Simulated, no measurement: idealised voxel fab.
You're looking at the process module voxel self aligned vias.
This is section cut - it's 280 nm across, gridded in 5 nm square cells.
Cross-section spec: square-cell grid; bands listed top down; each band is one or more rows. Read a band's entry like this: the first values are the height of its top and the height of its bottom in nm, and what follows is the sequence of materials from left to right, each with its width in nm. Note that "blank" is empty space, and that a single material marked "everywhere" reaches across the band from edge to edge. Convention: height 0 is the level below which the wafer, as received, is all one material. The lowest band does not terminate at the bottom but continues downward, represented as "top 0, no bottom". Quick explanation for "30..40": the width changes in equal steps down the rows of cells, from the first number in the band's top row to the second number in its bottom row. "remained the same" means the step left every cell of the cross-section as it was. The list in "Closed void listing" covers empty spaces of 8 cells or more that cannot reach the top through any open way, and it gives each as width x height at distance; the distance is from the left edge, and width, height and distance are in nm. Post-settings text on a step line: simulator's own remark regarding the step. A step line may carry the setting "overlay nm", which, for steps involving a mask, states the distance by which the mask lay to the right of its intended position; negative values denote displacement to the left.

PLANNED PROCESS STEPS
1. RECEIVE (material Si)
2. CONFORMAL_DEP (material SiO2; thk nm 10)
3. CONFORMAL_DEP (material SiCN; thk nm 5)
4. DIRECTIONAL_DEP (material SiO2; thk nm 30)
5. MASKED_ETCH (tone open; mask id LINES; width nm 25; pitch nm 75; etch materials SiO2; depth nm 30; overlay nm 0)
6. CONFORMAL_DEP (material TiN; thk nm 5)
7. FILL_DEP (material W; thk nm 10)
8. CMP (height nm 45)
9. SELECTIVE_ETCH (etch materials W Ru TiN; depth nm 5)
10. FILL_DEP (material SiN; thk nm 10)
11. CMP (height nm 45)
12. DIRECTIONAL_DEP (material SiO2; thk nm 15)
13. PATTERN (tone open; mask id VIAS; material resist; width nm 35; thk nm 20; overlay nm 0)
14. DIRECTIONAL_ETCH (etch materials SiO2; depth nm 15)
15. DIRECTIONAL_ETCH (etch materials SiN; depth nm 5)
16. STRIP (etch materials resist)
17. CONFORMAL_DEP (material TiN; thk nm 5)
18. FILL_DEP (material Cu; thk nm 10)
19. CMP (height nm 60)
20. CONFORMAL_DEP (material SiCN; thk nm 5)
It is noted that the wafers described herein are identical at the outset and are distinguished by the width nm of step 13; the value stated in the plan corresponds to the first wafer.

FIRST OF SEVERAL WAFERS, RECEIVED AFTER STEP 1, IN CROSS-SECTION
- top 0, no bottom = Si everywhere
- Closed void listing: none

LAST STEP OF THE MODULE IS STEP 20; AFTER IT, THE FIRST OF SEVERAL WAFERS IN CROSS-SECTION
- top 65, bottom 60 = SiCN everywhere
- top 60, bottom 50 = SiO2 85 nm  TiN 5 nm  Cu 25 nm  TiN 5 nm  SiO2 160 nm
- top 50, bottom 45 = SiO2 85 nm  TiN 10 nm  Cu 15 nm  TiN 10 nm  SiO2 160 nm
- top 45, bottom 40 = SiO2 90 nm  TiN 25 nm  SiO2 50 nm  SiN 25 nm  SiO2 90 nm
- top 40, bottom 20 = SiO2 90 nm  TiN 5 nm  W 15 nm  TiN 5 nm  SiO2 50 nm  TiN 5 nm  W 15 nm  TiN 5 nm  SiO2 90 nm
- top 20, bottom 15 = SiO2 90 nm  TiN 25 nm  SiO2 50 nm  TiN 25 nm  SiO2 90 nm
- top 15, bottom 10 = SiCN everywhere
- top 10, bottom 0 = SiO2 everywhere
- top 0, no bottom = Si everywhere
- Closed void listing: none

AT THE END OF THE MODULE, THE LAST OF SEVERAL WAFERS IN CROSS-SECTION
- top 65, bottom 60 = SiCN everywhere
- top 60, bottom 50 = SiO2 75 nm  TiN 5 nm  Cu 50 nm  TiN 5 nm  SiO2 145 nm
- top 50, bottom 45 = SiO2 75 nm  TiN 20 nm  Cu 15 nm  TiN 25 nm  SiO2 145 nm
- top 45, bottom 40 = SiO2 90 nm  TiN 25 nm  SiO2 50 nm  SiN 25 nm  SiO2 90 nm
- top 40, bottom 20 = SiO2 90 nm  TiN 5 nm  W 15 nm  TiN 5 nm  SiO2 50 nm  TiN 5 nm  W 15 nm  TiN 5 nm  SiO2 90 nm
- top 20, bottom 15 = SiO2 90 nm  TiN 25 nm  SiO2 50 nm  TiN 25 nm  SiO2 90 nm
- top 15, bottom 10 = SiCN everywhere
- top 10, bottom 0 = SiO2 everywhere
- top 0, no bottom = Si everywhere
- Closed void listing: none

WAFER ROWS, END OF MODULE: CELLS PER MATERIAL GAINED (+) OR LOST (-) SINCE RECEIPT; CLOSED VOIDS LAST
width nm 35, +13 Cu, +112 SiCN, +5 SiN, +535 SiO2, +39 TiN, +24 W, Closed void listing: none
width nm 40, +15 Cu, +112 SiCN, +5 SiN, +532 SiO2, +40 TiN, +24 W, Closed void listing: none
width nm 45, +17 Cu, +112 SiCN, +5 SiN, +529 SiO2, +41 TiN, +24 W, Closed void listing: none
width nm 50, +19 Cu, +112 SiCN, +5 SiN, +526 SiO2, +42 TiN, +24 W, Closed void listing: none
width nm 55, +21 Cu, +112 SiCN, +5 SiN, +523 SiO2, +43 TiN, +24 W, Closed void listing: none
width nm 60, +23 Cu, +112 SiCN, +5 SiN, +520 SiO2, +44 TiN, +24 W, Closed void listing: none
